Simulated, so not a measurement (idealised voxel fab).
Process module in this document: voxel self aligned vias
225 nm wide, 5 nm square cells: that's cross-section cut.
The cross-sections in this document take the form of a grid made of square cells. They are written out as bands, in order from top to bottom. Each band consists of one or more rows of cells.
Each band's line starts with the height of the band's top and of its bottom, in nm. Then come its materials from left to right, each with its width in nm. One material with "throughout" fills the band from edge to edge. "air" is empty space.
Note: height 0 marks the level under which the wafer is uniformly one material as received. Lowest band unbounded below, written "0 down".
A two-number width, for instance "30->40", indicates that the width is equal to the first number in the top row of the band and to the second number in the bottom row, and that it changes by a constant amount per row of cells.
Basically "no change occurred" means that step didn't change any cell in the cross-section.
"Voids, sealed": empty spaces of 8 cells or more with no open way to the top, each given as width x height at distance, distance from the left edge, all in nm.
It should be noted that, on the line of a given step, the content following the step's settings is a remark produced by the simulator itself with respect to that step.
You can add "overlay nm" to a step's line. For a step with a mask, it describes how far the mask lay to the right of its planned position, and a negative number describes a lay to the left.

[Steps planned for the process]
- 1: RECEIVE, material Si
- 2: CONFORMAL_DEP, material SiO2, thk nm 15
- 3: CONFORMAL_DEP, material SiCN, thk nm 5
- 4: DIRECTIONAL_DEP, material SiO2, thk nm 20
- 5: MASKED_ETCH, tone open, mask id LINES, width nm 25, pitch nm 75, etch materials SiO2, depth nm 20, overlay nm 0
- 6: CONFORMAL_DEP, material TiN, thk nm 5
- 7: FILL_DEP, material W, thk nm 10
- 8: CMP, height nm 40
- 9: SELECTIVE_ETCH, etch materials W Ru TiN, depth nm 5
- 10: FILL_DEP, material SiN, thk nm 10
- 11: CMP, height nm 40
- 12: DIRECTIONAL_DEP, material SiO2, thk nm 15
- 13: DIRECTIONAL_DEP, material aC, thk nm 10
- 14: PATTERN, tone open, mask id VIAS, material resist, width nm 45, pitch nm 75, thk nm 30, overlay nm -15
- 15: DIRECTIONAL_ETCH, etch materials aC, depth nm 10
- 16: STRIP, etch materials resist
- 17: DIRECTIONAL_ETCH, etch materials SiO2, depth nm 15
- 18: DIRECTIONAL_ETCH, etch materials SiN, depth nm 5
- 19: STRIP, etch materials aC
- 20: CONFORMAL_DEP, material TiN, thk nm 5
- 21: FILL_DEP, material Cu, thk nm 10
- 22: CMP, height nm 55
- 23: CONFORMAL_DEP, material SiN, thk nm 5
The wafers in this document start out alike and differ in the overlay nm applied at step 14; the plan shows the value used for the first wafer.

[The first of several wafers, as received after step 1, seen in section]
	0 down  Si throughout
	Voids, sealed: none

[Here is how to read the rows: every wafer has a row, and it shows the wafer at the end of the module, giving for each material how many cells were gained (+) or lost (-) since the wafer was received, then listing its closed voids]
overlay nm -15, +32 Cu, +45 SiCN, +47 SiN, +356 SiO2, +48 TiN, +12 W, Voids, sealed: none
overlay nm -10, +34 Cu, +45 SiCN, +45 SiN, +356 SiO2, +48 TiN, +12 W, Voids, sealed: none
overlay nm -5, +34 Cu, +45 SiCN, +45 SiN, +356 SiO2, +48 TiN, +12 W, Voids, sealed: none
overlay nm 0, +34 Cu, +45 SiCN, +45 SiN, +356 SiO2, +48 TiN, +12 W, Voids, sealed: none
overlay nm 5, +34 Cu, +45 SiCN, +45 SiN, +356 SiO2, +48 TiN, +12 W, Voids, sealed: none
overlay nm 10, +34 Cu, +45 SiCN, +45 SiN, +356 SiO2, +48 TiN, +12 W, Voids, sealed: none
overlay nm 15, +32 Cu, +45 SiCN, +47 SiN, +356 SiO2, +48 TiN, +12 W, Voids, sealed: none
